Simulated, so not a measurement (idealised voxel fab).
Process module under the name voxel quadruple lines
The cross-section on display is named cut; it measures 205 nm wide, and its cells are 5 nm squares.
Each cross-section below is a grid of square cells, stated as bands in top-down order, with one or more rows of cells making up each band. First you get the band's top height and its bottom height, in nm, and then the materials it's made of, left to right, with each width in nm. If you see a single material with "everywhere", that one covers the band edge to edge. "air" is empty space. Beneath 0, the wafer as received is one material, and that level is where height counting begins. The lowest band goes on downward without a bottom; it is written like "from 0 down". Think of "30 to 40" as a width that walks from the first number to the second as you go down the band, top row to bottom row, taking equal-sized steps from row to row. "nothing was modified" after a step means that no cell of the cross-section changed. You'll see "Closed void list" listing empty spaces that have no way open to the top, as long as they're 8 cells or more; the notation is width x height at distance, where the distance is from the left edge, and all of it is in nm. Whatever follows a step's settings on its line is a remark the simulator itself makes about that step. overlay nm, on a step with a mask: how far to the right of its planned place the mask lay; to the left if negative.

-- plan
1. RECEIVE (material Si)
2. CONFORMAL_DEP (material Al2O3; thk nm 5)
3. DIRECTIONAL_DEP (material Ru; thk nm 15)
4. DIRECTIONAL_DEP (material polySi; thk nm 15)
5. DIRECTIONAL_DEP (material aC; thk nm 25)
6. PATTERN (tone cover; mask id MANDREL; material resist; width nm 30; thk nm 30; overlay nm 0)
7. DIRECTIONAL_ETCH (etch materials aC; depth nm 25)
8. STRIP (etch materials resist)
9. CONFORMAL_DEP (material SiO2; thk nm 10)
10. DIRECTIONAL_ETCH (etch materials SiO2; depth nm 10)
11. STRIP (etch materials aC)
12. DIRECTIONAL_ETCH (etch materials polySi; depth nm 15)
13. STRIP (etch materials SiO2)
14. CONFORMAL_DEP (material SiCN; thk nm 10)
15. DIRECTIONAL_ETCH (etch materials SiCN; depth nm 10)
16. STRIP (etch materials polySi)
17. DIRECTIONAL_ETCH (etch materials Ru; depth nm 15)
18. STRIP (etch materials SiCN)
19. FILL_DEP (material lowk; thk nm 10)
20. CMP (height nm 20)

-- Wafer as received: cross-section following step 1
	from 0 down = Si everywhere
	Closed void list: none

-- Cross-section, end of module. Start: as above. Plan: as above. Execution: one mistake
	from 20 to 5 = 55 nm lowk / 10 nm Ru / 10 nm lowk / 10 nm Ru / 10 nm lowk / 10 nm Ru / 10 nm lowk / 10 nm Ru / 80 nm lowk
	from 5 to 0 = Al2O3 everywhere
	from 0 down = Si everywhere
	Closed void list: none
Where did the run depart from the plan? step 6 was processed under conditions differing from the plan, specifically as PATTERN (tone cover; mask id MANDREL; material resist; width nm 30; thk nm 30; overlay nm -10)
